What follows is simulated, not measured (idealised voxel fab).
Process module name: voxel plated lines
Shown is cross-section cut, with a width of 245 nm and square cells of size 5 nm.
In what follows, cross-sections appear as grids of square cells, described through bands that run from the top down, where every band is one or more rows of cells. Quick guide to a band line: top height, bottom height (nm) up front; then every material left to right with its width in nm. Only one material and it's marked "full width"? Then it fills the band edge to edge. And "air" just means empty space. The reference from which all heights are counted is 0, the level beneath which the as-received wafer is entirely one material; the lowest band, having no lower bound, proceeds downward and is written after the example "0 down". Per-row width for "30 to 40": begins at first number (top row of band), ends at second number (bottom row), increment between rows held constant. The designation "identical to before", where it is given for a processing step, indicates that no cell of the cross-section was altered in the course of that step. Empty spaces without an open route to the top, at least 8 cells in extent, make up the entry "Fully closed voids"; each is given as width x height at distance, where the distance is measured from the left edge, and all are in nm. Post-settings text on a step line: simulator's own remark regarding the step. overlay nm: step with mask; distance mask lay right of planned place; negative value = left of planned place.
-- Planned process steps
1: RECEIVE [material Si]
2: CONFORMAL_DEP [material SiO2] [thk nm 10]
3: DIRECTIONAL_DEP [material TiN] [thk nm 5]
4: PATTERN [tone open] [mask id LINES] [material resist] [width nm 25] [pitch nm 55] [thk nm 15] [overlay nm 0]
5: EPI [material Ru] [thk nm 10]
6: STRIP [etch materials resist]
7: DIRECTIONAL_ETCH [etch materials TiN] [depth nm 5]
8: CONFORMAL_DEP [material SiCN] [thk nm 10]
-- first wafer, as planned
-- As received (post step 1): cross-section
	0 down: Si full width
	Fully closed voids: none
-- How the wafer stands in section after step 2
	10 to 0: SiO2 full width
	For the remainder of the cross-section, below 0, there is no change.
-- How the wafer stands in section after step 3
	15 to 10: TiN full width
	For the remainder of the cross-section, below 10, there is no change.
-- How the wafer stands in section after step 4
	30 to 15: resist 80 nm  air 25 nm  resist 30 nm  air 25 nm  resist 85 nm
	For the remainder of the cross-section, below 15, there is no change.
-- How the wafer stands in section after step 5
	30 to 25: resist 80 nm  air 25 nm  resist 30 nm  air 25 nm  resist 85 nm
	25 to 15: resist 80 nm  Ru 25 nm  resist 30 nm  Ru 25 nm  resist 85 nm
	For the remainder of the cross-section, below 15, there is no change.
-- How the wafer stands in section after step 6
	25 to 15: air 80 nm  Ru 25 nm  air 30 nm  Ru 25 nm  air 85 nm
	For the remainder of the cross-section, below 15, there is no change.
-- How the wafer stands in section after step 7
	25 to 15: air 80 nm  Ru 25 nm  air 30 nm  Ru 25 nm  air 85 nm
	15 to 10: air 80 nm  TiN 25 nm  air 30 nm  TiN 25 nm  air 85 nm
	For the remainder of the cross-section, below 10, there is no change.
-- How the wafer stands in section after step 8
	35 to 25: air 70 nm  SiCN 45 nm  air 10 nm  SiCN 45 nm  air 75 nm
	25 to 20: air 70 nm  SiCN 10 nm  Ru 25 nm  SiCN 10 nm  air 10 nm  SiCN 10 nm  Ru 25 nm  SiCN 10 nm  air 75 nm
	20 to 15: SiCN 80 nm  Ru 25 nm  SiCN 30 nm  Ru 25 nm  SiCN 85 nm
	15 to 10: SiCN 80 nm  TiN 25 nm  SiCN 30 nm  TiN 25 nm  SiCN 85 nm
	For the remainder of the cross-section, below 10, there is no change.
-- Wafer two. Identical start, identical plan. One mistake in execution. Identical history through step 7
Look at the second wafer in cross-section at the time step 8 ought to have finished: identical to before
Where did the run depart from the plan? it should be noted that step 8 of the plan was omitted and was not performed
Bottom line after processing is that, in cells, the second wafer is up or down on some materials versus the first: -122 SiCN
